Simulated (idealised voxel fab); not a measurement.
process module | voxel spacer lines
cross-section cut | 295 nm wide | cells 5 nm
A cross-section is a grid of square cells, given in bands from the top down. A band is one or more rows of cells.
Each band's line starts with the height of the band's top and of its bottom, in nm. Then come its materials from left to right, each with its width in nm. One material with "throughout" fills the band from edge to edge. "air" is empty space.
Height 0 is the level under which the wafer as received is all one material. The lowest band goes on downwards, as in "0 down".
A width such as "30 to 40" changes by the same amount from each row of cells to the next, from the band's top row to its bottom row.
"no change" after a step means that no cell of the cross-section changed.
closed voids: empty space of 8 cells or more with no open way to the top, each as width x height at its distance from the left edge, in nm
after a step's settings: what the simulator itself notes on the step
overlay nm, on a step with a mask: how far to the right of its planned place the mask lay; to the left if negative
plan
1 op RECEIVE | material Si
2 op CONFORMAL_DEP | material Al2O3 | thk nm 10
3 op DIRECTIONAL_DEP | material TiN | thk nm 15
4 op DIRECTIONAL_DEP | material polySi | thk nm 30
5 op PATTERN | tone cover | mask id MANDREL | material resist | width nm 15 | pitch nm 50 | thk nm 35 | overlay nm 0
6 op DIRECTIONAL_ETCH | etch materials polySi | depth nm 30
7 op STRIP | etch materials resist
8 op CONFORMAL_DEP | material SiN | thk nm 10
9 op DIRECTIONAL_ETCH | etch materials SiN | depth nm 10
10 op STRIP | etch materials polySi
11 op DIRECTIONAL_ETCH | etch materials TiN | depth nm 15
12 op STRIP | etch materials SiN
13 op FILL_DEP | material SiO2 | thk nm 10
14 op CMP | height nm 25
as received, after step 1
  0 down: Si throughout
  closed voids: none
a wafer at the end: this start, this plan, one mistake
  25 to 10: SiO2 115 | TiN 10 | SiO2 15 | TiN 10 | SiO2 15 | TiN 10 | SiO2 15 | TiN 10 | SiO2 95
  10 to 0: Al2O3 throughout
  0 down: Si throughout
  closed voids: none
what went wrong: step 5 ran as: op PATTERN | tone cover | mask id MANDREL | material resist | width nm 15 | pitch nm 50 | thk nm 35 | overlay nm 10
